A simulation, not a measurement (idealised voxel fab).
process module | voxel spacer lines
cross-section cut | 180 nm wide | cells 5 nm
A cross-section is a grid of square cells, given in bands from the top down. A band is one or more rows of cells.
Each band's line starts with the height of the band's top and of its bottom, in nm. Then come its materials from left to right, each with its width in nm. One material with "throughout" fills the band from edge to edge. "air" is empty space.
Height 0 is the level under which the wafer as received is all one material. The lowest band goes on downwards, as in "0 down".
A width such as "30 to 40" changes by the same amount from each row of cells to the next, from the band's top row to its bottom row.
"no change" after a step means that no cell of the cross-section changed.
closed voids: empty space of 8 cells or more with no open way to the top, each as width x height at its distance from the left edge, in nm
after a step's settings: what the simulator itself notes on the step
overlay nm, on a step with a mask: how far to the right of its planned place the mask lay; to the left if negative
plan
1 op RECEIVE | material Si
2 op CONFORMAL_DEP | material Al2O3 | thk nm 5
3 op DIRECTIONAL_DEP | material W | thk nm 10
4 op DIRECTIONAL_DEP | material aC | thk nm 30
5 op PATTERN | tone cover | mask id MANDREL | material resist | width nm 15 | pitch nm 50 | thk nm 35 | overlay nm 0
6 op DIRECTIONAL_ETCH | etch materials aC | depth nm 30
7 op STRIP | etch materials resist
8 op CONFORMAL_DEP | material SiO2 | thk nm 10
9 op DIRECTIONAL_ETCH | etch materials SiO2 | depth nm 10
10 op STRIP | etch materials aC
11 op DIRECTIONAL_ETCH | etch materials W | depth nm 10
12 op STRIP | etch materials SiO2
13 op FILL_DEP | material lowk | thk nm 10
14 op CMP | height nm 15
as received, after step 1
  0 down: Si throughout
  closed voids: none
a wafer at the end: this start, this plan, one mistake
  15 to 5: aC throughout
  5 to 0: Al2O3 throughout
  0 down: Si throughout
  closed voids: none
what went wrong: steps 3 and 4 were swapped
